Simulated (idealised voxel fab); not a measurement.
Process module, titled voxel transistor to metal
Square cell edge 5 nm, section width 205 nm, ID cut.
The cross-sections in this document take the form of a grid made of square cells. They are written out as bands, in order from top to bottom. Each band consists of one or more rows of cells.
Look at the band entry: it leads with the top's height and the bottom's height in nm. Then it lists the materials left to right, with a width in nm for each. The word "full width" on a single material says that material fills the band edge to edge. The word "empty" is empty space.
Measure heights from 0. That's the level where, below it, the as-received wafer is all one material. The lowest band is bottomless and extends downward; write it as in "0 -> down".
Per-row width for "30->40": begins at first number (top row of band), ends at second number (bottom row), increment between rows held constant.
"no alterations made" means the step left every cell of the cross-section as it was.
The label "Voids, sealed" introduces a list of the empty spaces, 8 cells or larger, that have no open way up to the top; each entry in it reads width x height at distance, where the distance is taken from the left edge and all three are stated in nm.
Formally, on a step line, whatever follows the settings is a remark that the simulator itself makes on the step.
Each step line may optionally specify "overlay nm", which for a step with a mask gives the rightward distance between the mask's planned place and where it lay, a negative value indicating the leftward direction.
# Process steps - plan
1) RECEIVE: material Si
2) CONFORMAL_DEP: material SiO2, thk nm 5
3) CONFORMAL_DEP: material SiN, thk nm 15
4) MASKED_ETCH: tone cover, mask id ACTIVE, width nm 95, etch materials SiN, depth nm 15, overlay nm 0
5) MASKED_ETCH: tone cover, mask id ACTIVE, width nm 95, etch materials SiO2, depth nm 5, overlay nm 0
6) MASKED_ETCH: tone cover, mask id ACTIVE, width nm 95, etch materials Si, depth nm 25, overlay nm 0
7) FILL_DEP: material SiO2, thk nm 15
8) CMP: height nm 20
9) SELECTIVE_ETCH: etch materials SiO2, depth nm 15
10) STRIP: etch materials SiN
11) SELECTIVE_ETCH: etch materials SiO2, depth nm 5
12) OXIDIZE: depth nm 5
13) DIRECTIONAL_DEP: material polySi, thk nm 30
14) DIRECTIONAL_DEP: material SiCN, thk nm 15
15) DIRECTIONAL_DEP: material aC, thk nm 15
16) PATTERN: tone cover, mask id GATE, material resist, width nm 15, thk nm 35, overlay nm 0
17) DIRECTIONAL_ETCH: etch materials aC, depth nm 15
18) STRIP: etch materials resist
19) DIRECTIONAL_ETCH: etch materials SiCN, depth nm 25
20) DIRECTIONAL_ETCH: etch materials polySi, depth nm 40
21) STRIP: etch materials aC
22) CONFORMAL_DEP: material SiN, thk nm 5
23) DIRECTIONAL_ETCH: etch materials SiN, depth nm 5
24) DIRECTIONAL_ETCH: etch materials SiO2, depth nm 5
25) DIRECTIONAL_ETCH: etch materials Si, depth nm 15
26) EPI: material pSi, thk nm 20
27) FILL_DEP: material SiO2, thk nm 5
28) CMP: height nm 45
29) DIRECTIONAL_DEP: material SiO2, thk nm 15
30) PATTERN: tone open, mask id CONTACT, material resist, width nm 20, pitch nm 65, thk nm 15, overlay nm 0
31) DIRECTIONAL_ETCH: etch materials SiO2, depth nm 60
32) STRIP: etch materials resist
33) CONFORMAL_DEP: material TiN, thk nm 5
34) FILL_DEP: material W, thk nm 10
35) CMP: height nm 60
36) CONFORMAL_DEP: material SiCN, thk nm 5
37) DIRECTIONAL_DEP: material lowk, thk nm 20
38) MASKED_ETCH: tone open, mask id METAL_1, width nm 20, pitch nm 65, etch materials lowk, depth nm 20, overlay nm 0
39) MASKED_ETCH: tone open, mask id METAL_1, width nm 20, pitch nm 65, etch materials SiCN, depth nm 5, overlay nm 0
40) CONFORMAL_DEP: material TiN, thk nm 5
41) FILL_DEP: material Cu, thk nm 5
42) CMP: height nm 85
43) CONFORMAL_DEP: material SiCN, thk nm 5
44) DIRECTIONAL_DEP: material SiO2, thk nm 30
45) PATTERN: tone open, mask id METAL_2_HOLES, material resist, width nm 15, pitch nm 65, thk nm 15, overlay nm 0
46) DIRECTIONAL_ETCH: etch materials SiO2, depth nm 30
47) STRIP: etch materials resist
48) MASKED_ETCH: tone open, mask id METAL_2, width nm 20, pitch nm 65, etch materials SiO2, depth nm 15, overlay nm 0
49) MASKED_ETCH: tone open, mask id METAL_2, width nm 20, pitch nm 65, etch materials SiCN, depth nm 5, overlay nm 0
50) CONFORMAL_DEP: material TiN, thk nm 5
51) FILL_DEP: material Cu, thk nm 10
52) CMP: height nm 120
53) CONFORMAL_DEP: material SiCN, thk nm 5
# As received (post step 1): cross-section
  0 -> down: Si full width
  Voids, sealed: none
# Same starting wafer, same plan as above, one mistake in the execution; this is the cross-section at the end of the module
  125 -> 120: SiCN full width
  120 -> 110: 60 of SiO2 / 5 of TiN / 10 of Cu / 5 of TiN / 45 of SiO2 / 5 of TiN / 10 of Cu / 5 of TiN / 60 of SiO2
  110 -> 105: 60 of SiO2 / 5 of TiN / 5 of Cu / 10 of TiN / 45 of SiO2 / 5 of TiN / 5 of Cu / 10 of TiN / 60 of SiO2
  105 -> 90: 60 of SiO2 / 5 of TiN / 5 of Cu / 5 of TiN / 50 of SiO2 / 5 of TiN / 5 of Cu / 5 of TiN / 65 of SiO2
  90 -> 85: 60 of SiCN / 15 of TiN / 50 of SiCN / 15 of TiN / 65 of SiCN
  85 -> 65: 60 of lowk / 5 of TiN / 10 of Cu / 5 of TiN / 45 of lowk / 5 of TiN / 10 of Cu / 5 of TiN / 60 of lowk
  65 -> 60: 60 of SiCN / 20 of TiN / 45 of SiCN / 20 of TiN / 60 of SiCN
  60 -> 45: 60 of SiO2 / 5 of TiN / 10 of W / 5 of TiN / 45 of SiO2 / 5 of TiN / 10 of W / 5 of TiN / 60 of SiO2
  45 -> 35: 60 of SiO2 / 5 of TiN / 10 of W / 5 of TiN / 10 of SiO2 / 5 of SiN / 15 of SiCN / 5 of SiN / 10 of SiO2 / 5 of TiN / 10 of W / 5 of TiN / 60 of SiO2
  35 -> 30: 60 of SiO2 / 20 of TiN / 10 of SiO2 / 5 of SiN / 15 of SiCN / 5 of SiN / 10 of SiO2 / 20 of TiN / 60 of SiO2
  30 -> 0: lowk full width
  0 -> -5: SiO2 full width
  -5 -> -25: 55 of SiO2 / 95 of Si / 55 of SiO2
  -25 -> down: Si full width
  Voids, sealed: none
Misprocessing identified: it should be noted that step 13 was executed with settings other than those planned, the operation and settings actually applied being DIRECTIONAL_DEP: material lowk, thk nm 30
